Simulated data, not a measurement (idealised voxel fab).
process module | voxel lift off
The cross-section shown here is cut; it is 245 nm wide and divided into square cells measuring 5 nm on a side.
Cross-section spec: square-cell grid; bands listed top down; each band is one or more rows. What a band's entry tells you: where the top is and where the bottom is, as heights in nm, and after that what lies inside, material by material from left to right, each with its width in nm. Empty space is written as the word "empty", and a single material marked with the word "edge to edge" occupies the band from edge to edge. A quick word on heights: they are counted from 0, and under that level the wafer as it came to us is one material throughout. The lowest band is different from the rest in having no bottom; it simply continues downward, written as in "top 0, no bottom". The two numbers in a width such as "30..40" mark its ends across the band: the first belongs to the top row of cells, the second to the bottom row, and from each row to the next the width moves by the same amount. When a step is marked "nothing was modified", none of the cells in the cross-section changed during that step. If an empty space has no open way to the top and is at least 8 cells in size, "Trapped cavities" lists it, written width x height at distance, where distance is measured from the left edge and every value is in nm. What comes after the settings on a step's line is commentary from the simulator itself on that step. "overlay nm", when on a step's line for a step with a mask, measures how far to the right of its planned place the mask lay; a negative measure means to the left.

### Below is the list of planned process steps
step 1: RECEIVE,material Si
step 2: CONFORMAL_DEP,material SiO2,thk nm 10
step 3: PATTERN,tone open,mask id LINES,material resist,width nm 30,pitch nm 45,thk nm 30,overlay nm 0
step 4: DIRECTIONAL_DEP,material Ru,thk nm 15
step 5: STRIP,etch materials resist
step 6: CONFORMAL_DEP,material SiCN,thk nm 5

### Shown in cross-section is the wafer as received, that is, as it stands after step 1
top 0, no bottom = Si edge to edge
Trapped cavities: none

### The plan above was carried out on the starting structure above with one mistake, and this cross-section shows the wafer at the end of the module
top 30, bottom 25 = empty (50); SiCN (40); empty (5); SiCN (40); empty (5); SiCN (40); empty (65)
top 25, bottom 15 = empty (50); SiCN (5); Ru (30); SiCN (5); empty (5); SiCN (5); Ru (30); SiCN (5); empty (5); SiCN (5); Ru (30); SiCN (5); empty (65)
top 15, bottom 10 = SiCN (55); Ru (30); SiCN (15); Ru (30); SiCN (15); Ru (30); SiCN (70)
top 10, bottom 0 = SiO2 edge to edge
top 0, no bottom = Si edge to edge
Trapped cavities: none
Deviation noted in wafer processing: in deviation from the planned setting, step 3 was conducted as PATTERN,tone open,mask id LINES,material resist,width nm 30,pitch nm 45,thk nm 30,overlay nm -5
